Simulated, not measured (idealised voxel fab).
This is a process module. Its name is voxel ribs on slabs.
cross-section cut | 215 nm wide | cells 5 nm
Cross-section spec: square-cell grid; bands listed top down; each band is one or more rows.
Heads up on the band format: heights come first, top then bottom, in nm. After that it's the materials left to right, each with its width in nm. A single material flagged "full width" fills the whole band edge to edge, and "empty" means there's empty space there.
Measure heights from 0. That's the level where, below it, the as-received wafer is all one material. The lowest band is bottomless and extends downward; write it as in "top 0, no bottom".
You'd read "30..40" like this: the band's top row of cells is as wide as the first number, its bottom row is as wide as the second, and going down, every row changes width by the same amount as the row before did.
"no alteration" after a step means that no cell of the cross-section changed.
Closed-off voids of 8+ cells (no open route to the top) go in "Completely sealed voids", written width x height at distance from the left edge, in nm.
On each step's line, the part that comes after the settings is the simulator's own comment on the step.
overlay nm: step with mask; distance mask lay right of planned place; negative value = left of planned place.
Everything after this point is organized in pairs: a cross-section before one process step, a cross-section after it that shows only as deep as the lowest changed band, and, under the pair, the intervening step with its settings. Because different runs of this module on the same starting wafer can supply different pairs, a pair continues from the pair above it only if its entry headed "Ex-ante state" says so.

Ex-ante state
	top 55, bottom 45 = empty=95, aC=20, empty=100
	top 45, bottom 35 = empty=80, aC=15, polySi=20, aC=35, empty=65
	top 35, bottom 30 = empty=80, polySi=70, empty=65
	top 30, bottom 0 = SiO2 full width
	top 0, no bottom = Si full width
	Completely sealed voids: none

Post-Step Snapshot
	top 45, bottom 35 = empty=95, polySi=20, empty=100
	Below 35, the layers are the same as they were.
	Completely sealed voids: none
Before/after cross-sections above; step in between: STRIP (etch materials aC)

Ex-ante state: The prior state of this step coincides with the post-step cross-section of the pair just above.

Post-Step Snapshot
	top 65, bottom 45 = SiO2 full width
	top 45, bottom 35 = SiO2=95, polySi=20, SiO2=100
	top 35, bottom 30 = SiO2=80, polySi=70, SiO2=65
	Below 30, the layers are the same as they were.
	Completely sealed voids: none
Before/after cross-sections above; step in between: FILL_DEP (material SiO2; thk nm 20)

Ex-ante state: The prior state of this step coincides with the post-step cross-section of the pair just above.

Post-Step Snapshot
	top 55, bottom 45 = SiO2 full width
	Below 45, the layers are the same as they were.
	Completely sealed voids: none
Before/after cross-sections above; step in between: CMP (height nm 55)

Ex-ante state: The prior state of this step coincides with the post-step cross-section of the pair just above.

Post-Step Snapshot
	top 60, bottom 55 = TiN full width
	Below 55, the layers are the same as they were.
	Completely sealed voids: none
Before/after cross-sections above; step in between: DIRECTIONAL_DEP (material TiN; thk nm 5)

Ex-ante state: The prior state of this step coincides with the post-step cross-section of the pair just above.

Post-Step Snapshot
	top 70, bottom 60 = aC full width
	Below 60, the layers are the same as they were.
	Completely sealed voids: none
Before/after cross-sections above; step in between: DIRECTIONAL_DEP (material aC; thk nm 10)

Ex-ante state: The prior state of this step coincides with the post-step cross-section of the pair just above.

Post-Step Snapshot
	top 100, bottom 70 = empty=90, resist=30, empty=95
	Below 70, the layers are the same as they were.
	Completely sealed voids: none
Before/after cross-sections above; step in between: PATTERN (tone cover; mask id HEATER; material resist; width nm 30; thk nm 30; overlay nm 0)

Ex-ante state: The prior state of this step coincides with the post-step cross-section of the pair just above.

Post-Step Snapshot
	top 90, bottom 70 = empty=90, resist=30, empty=95
	top 70, bottom 60 = empty=90, aC=30, empty=95
	Below 60, the layers are the same as they were.
	Completely sealed voids: none
Before/after cross-sections above; step in between: DIRECTIONAL_ETCH (etch materials aC; depth nm 10)

Ex-ante state: The prior state of this step coincides with the post-step cross-section of the pair just above.

Post-Step Snapshot
	top 70, bottom 60 = empty=90, aC=30, empty=95
	Below 60, the layers are the same as they were.
	Completely sealed voids: none
Before/after cross-sections above; step in between: STRIP (etch materials resist)

Ex-ante state: The prior state of this step coincides with the post-step cross-section of the pair just above.

Post-Step Snapshot
	top 70, bottom 60 = empty=90, aC=30, empty=95
	top 60, bottom 55 = empty=90, TiN=30, empty=95
	Below 55, the layers are the same as they were.
	Completely sealed voids: none
Before/after cross-sections above; step in between: DIRECTIONAL_ETCH (etch materials TiN; depth nm 5)

Ex-ante state: The prior state of this step coincides with the post-step cross-section of the pair just above.

Post-Step Snapshot
	top 60, bottom 55 = empty=90, TiN=30, empty=95
	Below 55, the layers are the same as they were.
	Completely sealed voids: none
Before/after cross-sections above; step in between: STRIP (etch materials aC)

Ex-ante state: The prior state of this step coincides with the post-step cross-section of the pair just above.

Post-Step Snapshot
	top 65, bottom 60 = empty=85, SiO2=40, empty=90
	top 60, bottom 55 = SiO2=90, TiN=30, SiO2=95
	Below 55, the layers are the same as they were.
	Completely sealed voids: none
Before/after cross-sections above; step in between: CONFORMAL_DEP (material SiO2; thk nm 5)

Ex-ante state
	top 0, no bottom = Si full width
	Completely sealed voids: none

Post-Step Snapshot
	top 30, bottom 0 = polySi full width
	Below 0, the layers are the same as they were.
	Completely sealed voids: none
Before/after cross-sections above; step in between: DIRECTIONAL_DEP (material polySi; thk nm 30)

Ex-ante state: The prior state of this step coincides with the post-step cross-section of the pair just above.

Post-Step Snapshot
	top 45, bottom 0 = polySi full width
	Below 0, the layers are the same as they were.
	Completely sealed voids: none
Before/after cross-sections above; step in between: DIRECTIONAL_DEP (material polySi; thk nm 15)

Ex-ante state: The prior state of this step coincides with the post-step cross-section of the pair just above.

Post-Step Snapshot
	top 60, bottom 45 = empty=95, resist=20, empty=100
	Below 45, the layers are the same as they were.
	Completely sealed voids: none
Before/after cross-sections above; step in between: PATTERN (tone cover; mask id RIB; material resist; width nm 20; thk nm 15; overlay nm 0)

Ex-ante state: The prior state of this step coincides with the post-step cross-section of the pair just above.

Post-Step Snapshot
	top 60, bottom 45 = empty=95, resist=20, empty=100
	top 45, bottom 35 = empty=95, polySi=20, empty=100
	Below 35, the layers are the same as they were.
	Completely sealed voids: none
Before/after cross-sections above; step in between: DIRECTIONAL_ETCH (etch materials polySi; depth nm 10)

Ex-ante state: The prior state of this step coincides with the post-step cross-section of the pair just above.

Post-Step Snapshot
	top 45, bottom 35 = empty=95, polySi=20, empty=100
	Below 35, the layers are the same as they were.
	Completely sealed voids: none
Before/after cross-sections above; step in between: STRIP (etch materials resist)

Ex-ante state: The prior state of this step coincides with the post-step cross-section of the pair just above.

Post-Step Snapshot
	top 55, bottom 45 = empty=95, aC=20, empty=100
	top 45, bottom 35 = aC=95, polySi=20, aC=100
	Below 35, the layers are the same as they were.
	Completely sealed voids: none
Before/after cross-sections above; step in between: DIRECTIONAL_DEP (material aC; thk nm 10)

Ex-ante state: The prior state of this step coincides with the post-step cross-section of the pair just above.

Post-Step Snapshot
	top 85, bottom 55 = empty=70, resist=70, empty=75
	top 55, bottom 45 = empty=70, resist=25, aC=20, resist=25, empty=75
	Below 45, the layers are the same as they were.
	Completely sealed voids: none
Before/after cross-sections above; step in between: PATTERN (tone cover; mask id SLAB; material resist; width nm 70; thk nm 30; overlay nm 0)

Ex-ante state: The prior state of this step coincides with the post-step cross-section of the pair just above.

Post-Step Snapshot
	top 75, bottom 55 = empty=70, resist=70, empty=75
	top 55, bottom 45 = empty=70, resist=25, aC=20, resist=25, empty=75
	top 45, bottom 35 = empty=70, aC=25, polySi=20, aC=25, empty=75
	Below 35, the layers are the same as they were.
	Completely sealed voids: none
Before/after cross-sections above; step in between: DIRECTIONAL_ETCH (etch materials aC; depth nm 10)

Ex-ante state: The prior state of this step coincides with the post-step cross-section of the pair just above.

Post-Step Snapshot
	top 55, bottom 45 = empty=95, aC=20, empty=100
	Below 45, the layers are the same as they were.
	Completely sealed voids: none
Before/after cross-sections above; step in between: STRIP (etch materials resist)

Ex-ante state: The prior state of this step coincides with the post-step cross-section of the pair just above.

Post-Step Snapshot
	top 55, bottom 45 = empty=95, aC=20, empty=100
	top 45, bottom 35 = empty=70, aC=25, polySi=20, aC=25, empty=75
	top 35, bottom 30 = empty=70, polySi=70, empty=75
	Below 30, the layers are the same as they were.
	Completely sealed voids: none
Before/after cross-sections above; step in between: DIRECTIONAL_ETCH (etch materials polySi; depth nm 5)

Ex-ante state: The prior state of this step coincides with the post-step cross-section of the pair just above.

Post-Step Snapshot
	top 45, bottom 35 = empty=95, polySi=20, empty=100
	Below 35, the layers are the same as they were.
	Completely sealed voids: none
Before/after cross-sections above; step in between: STRIP (etch materials aC)

Ex-ante state: The prior state of this step coincides with the post-step cross-section of the pair just above.

Post-Step Snapshot
	top 65, bottom 45 = SiO2 full width
	top 45, bottom 35 = SiO2=95, polySi=20, SiO2=100
	top 35, bottom 30 = SiO2=70, polySi=70, SiO2=75
	Below 30, the layers are the same as they were.
	Completely sealed voids: none
Before/after cross-sections above; step in between: FILL_DEP (material SiO2; thk nm 20)

Ex-ante state: The prior state of this step coincides with the post-step cross-section of the pair just above.

Post-Step Snapshot
	top 55, bottom 45 = SiO2 full width
	Below 45, the layers are the same as they were.
	Completely sealed voids: none
Before/after cross-sections above; step in between: CMP (height nm 55)

Ex-ante state: The prior state of this step coincides with the post-step cross-section of the pair just above.

Post-Step Snapshot
	top 60, bottom 55 = TiN full width
	Below 55, the layers are the same as they were.
	Completely sealed voids: none
Before/after cross-sections above; step in between: DIRECTIONAL_DEP (material TiN; thk nm 5)

Ex-ante state: The prior state of this step coincides with the post-step cross-section of the pair just above.

Post-Step Snapshot
	top 70, bottom 60 = aC full width
	Below 60, the layers are the same as they were.
	Completely sealed voids: none
Before/after cross-sections above; step in between: DIRECTIONAL_DEP (material aC; thk nm 10)

Ex-ante state: The prior state of this step coincides with the post-step cross-section of the pair just above.

Post-Step Snapshot
	top 100, bottom 70 = empty=90, resist=30, empty=95
	Below 70, the layers are the same as they were.
	Completely sealed voids: none
Before/after cross-sections above; step in between: PATTERN (tone cover; mask id HEATER; material resist; width nm 30; thk nm 30; overlay nm 0)

Ex-ante state: The prior state of this step coincides with the post-step cross-section of the pair just above.

Post-Step Snapshot
	top 90, bottom 70 = empty=90, resist=30, empty=95
	top 70, bottom 60 = empty=90, aC=30, empty=95
	Below 60, the layers are the same as they were.
	Completely sealed voids: none
Before/after cross-sections above; step in between: DIRECTIONAL_ETCH (etch materials aC; depth nm 10)

Ex-ante state: The prior state of this step coincides with the post-step cross-section of the pair just above.

Post-Step Snapshot
	top 70, bottom 60 = empty=90, aC=30, empty=95
	Below 60, the layers are the same as they were.
	Completely sealed voids: none
Before/after cross-sections above; step in between: STRIP (etch materials resist)

Ex-ante state: The prior state of this step coincides with the post-step cross-section of the pair just above.

Post-Step Snapshot
	top 70, bottom 60 = empty=90, aC=30, empty=95
	top 60, bottom 55 = empty=90, TiN=30, empty=95
	Below 55, the layers are the same as they were.
	Completely sealed voids: none
Before/after cross-sections above; step in between: DIRECTIONAL_ETCH (etch materials TiN; depth nm 5)

Ex-ante state: The prior state of this step coincides with the post-step cross-section of the pair just above.

Post-Step Snapshot
	top 60, bottom 55 = empty=90, TiN=30, empty=95
	Below 55, the layers are the same as they were.
	Completely sealed voids: none
Before/after cross-sections above; step in between: STRIP (etch materials aC)

Ex-ante state: The prior state of this step coincides with the post-step cross-section of the pair just above.

Post-Step Snapshot
	top 65, bottom 60 = empty=85, SiO2=40, empty=90
	top 60, bottom 55 = SiO2=90, TiN=30, SiO2=95
	Below 55, the layers are the same as they were.
	Completely sealed voids: none
Before/after cross-sections above; step in between: CONFORMAL_DEP (material SiO2; thk nm 5)

Ex-ante state
	top 45, bottom 30 = polySi full width
	top 30, bottom 0 = SiO2 full width
	top 0, no bottom = Si full width
	Completely sealed voids: none

Post-Step Snapshot
	top 60, bottom 45 = resist=95, empty=20, resist=100
	Below 45, the layers are the same as they were.
	Completely sealed voids: none
Before/after cross-sections above; step in between: PATTERN (tone open; mask id RIB; material resist; width nm 20; thk nm 15; overlay nm 0)

Ex-ante state: The prior state of this step coincides with the post-step cross-section of the pair just above.

Post-Step Snapshot
	top 60, bottom 45 = resist=95, empty=20, resist=100
	top 45, bottom 35 = polySi=95, empty=20, polySi=100
	Below 35, the layers are the same as they were.
	Completely sealed voids: none
Before/after cross-sections above; step in between: DIRECTIONAL_ETCH (etch materials polySi; depth nm 10)

Ex-ante state: The prior state of this step coincides with the post-step cross-section of the pair just above.

Post-Step Snapshot
	top 45, bottom 35 = polySi=95, empty=20, polySi=100
	Below 35, the layers are the same as they were.
	Completely sealed voids: none
Before/after cross-sections above; step in between: STRIP (etch materials resist)

Ex-ante state: The prior state of this step coincides with the post-step cross-section of the pair just above.

Post-Step Snapshot
	top 55, bottom 45 = aC=95, empty=20, aC=100
	top 45, bottom 35 = polySi=95, aC=20, polySi=100
	Below 35, the layers are the same as they were.
	Completely sealed voids: none
Before/after cross-sections above; step in between: DIRECTIONAL_DEP (material aC; thk nm 10)

Ex-ante state: The prior state of this step coincides with the post-step cross-section of the pair just above.

Post-Step Snapshot
	top 85, bottom 55 = empty=70, resist=70, empty=75
	top 55, bottom 45 = aC=95, resist=20, aC=100
	Below 45, the layers are the same as they were.
	Completely sealed voids: none
Before/after cross-sections above; step in between: PATTERN (tone cover; mask id SLAB; material resist; width nm 70; thk nm 30; overlay nm 0)

Ex-ante state: The prior state of this step coincides with the post-step cross-section of the pair just above.

Post-Step Snapshot
	top 75, bottom 55 = empty=70, resist=70, empty=75
	top 55, bottom 45 = empty=70, aC=25, resist=20, aC=25, empty=75
	Below 45, the layers are the same as they were.
	Completely sealed voids: none
Before/after cross-sections above; step in between: DIRECTIONAL_ETCH (etch materials aC; depth nm 10)

Ex-ante state: The prior state of this step coincides with the post-step cross-section of the pair just above.

Post-Step Snapshot
	top 55, bottom 45 = empty=70, aC=25, empty=20, aC=25, empty=75
	Below 45, the layers are the same as they were.
	Completely sealed voids: none
Before/after cross-sections above; step in between: STRIP (etch materials resist)

Ex-ante state: The prior state of this step coincides with the post-step cross-section of the pair just above.

Post-Step Snapshot
	top 55, bottom 45 = empty=70, aC=25, empty=20, aC=25, empty=75
	top 45, bottom 40 = empty=70, polySi=25, aC=20, polySi=25, empty=75
	Below 40, the layers are the same as they were.
	Completely sealed voids: none
Before/after cross-sections above; step in between: DIRECTIONAL_ETCH (etch materials polySi; depth nm 5)

Ex-ante state: The prior state of this step coincides with the post-step cross-section of the pair just above.

Post-Step Snapshot
	top 45, bottom 40 = empty=70, polySi=25, empty=20, polySi=25, empty=75
	top 40, bottom 35 = polySi=95, empty=20, polySi=100
	Below 35, the layers are the same as they were.
	Completely sealed voids: none
Before/after cross-sections above; step in between: STRIP (etch materials aC)

Ex-ante state: The prior state of this step coincides with the post-step cross-section of the pair just above.

Post-Step Snapshot
	top 65, bottom 45 = SiO2 full width
	top 45, bottom 40 = SiO2=70, polySi=25, SiO2=20, polySi=25, SiO2=75
	top 40, bottom 35 = polySi=95, SiO2=20, polySi=100
	Below 35, the layers are the same as they were.
	Completely sealed voids: none
Before/after cross-sections above; step in between: FILL_DEP (material SiO2; thk nm 20)

Ex-ante state: The prior state of this step coincides with the post-step cross-section of the pair just above.

Post-Step Snapshot
	top 55, bottom 45 = SiO2 full width
	Below 45, the layers are the same as they were.
	Completely sealed voids: none
Before/after cross-sections above; step in between: CMP (height nm 55)

Ex-ante state: The prior state of this step coincides with the post-step cross-section of the pair just above.

Post-Step Snapshot
	top 60, bottom 55 = TiN full width
	Below 55, the layers are the same as they were.
	Completely sealed voids: none
Before/after cross-sections above; step in between: DIRECTIONAL_DEP (material TiN; thk nm 5)

Ex-ante state: The prior state of this step coincides with the post-step cross-section of the pair just above.

Post-Step Snapshot
	top 70, bottom 60 = aC full width
	Below 60, the layers are the same as they were.
	Completely sealed voids: none
Before/after cross-sections above; step in between: DIRECTIONAL_DEP (material aC; thk nm 10)

Ex-ante state: The prior state of this step coincides with the post-step cross-section of the pair just above.

Post-Step Snapshot
	top 100, bottom 70 = empty=90, resist=30, empty=95
	Below 70, the layers are the same as they were.
	Completely sealed voids: none
Before/after cross-sections above; step in between: PATTERN (tone cover; mask id HEATER; material resist; width nm 30; thk nm 30; overlay nm 0)

Ex-ante state: The prior state of this step coincides with the post-step cross-section of the pair just above.

Post-Step Snapshot
	top 90, bottom 70 = empty=90, resist=30, empty=95
	top 70, bottom 60 = empty=90, aC=30, empty=95
	Below 60, the layers are the same as they were.
	Completely sealed voids: none
Before/after cross-sections above; step in between: DIRECTIONAL_ETCH (etch materials aC; depth nm 10)

Ex-ante state: The prior state of this step coincides with the post-step cross-section of the pair just above.

Post-Step Snapshot
	top 70, bottom 60 = empty=90, aC=30, empty=95
	Below 60, the layers are the same as they were.
	Completely sealed voids: none
Before/after cross-sections above; step in between: STRIP (etch materials resist)

Ex-ante state: The prior state of this step coincides with the post-step cross-section of the pair just above.

Post-Step Snapshot
	top 70, bottom 60 = empty=90, aC=30, empty=95
	top 60, bottom 55 = empty=90, TiN=30, empty=95
	Below 55, the layers are the same as they were.
	Completely sealed voids: none
Before/after cross-sections above; step in between: DIRECTIONAL_ETCH (etch materials TiN; depth nm 5)

Ex-ante state: The prior state of this step coincides with the post-step cross-section of the pair just above.

Post-Step Snapshot
	top 60, bottom 55 = empty=90, TiN=30, empty=95
	Below 55, the layers are the same as they were.
	Completely sealed voids: none
Before/after cross-sections above; step in between: STRIP (etch materials aC)

Ex-ante state: The prior state of this step coincides with the post-step cross-section of the pair just above.

Post-Step Snapshot
	top 65, bottom 60 = empty=85, SiO2=40, empty=90
	top 60, bottom 55 = SiO2=90, TiN=30, SiO2=95
	Below 55, the layers are the same as they were.
	Completely sealed voids: none
Before/after cross-sections above; step in between: CONFORMAL_DEP (material SiO2; thk nm 5)
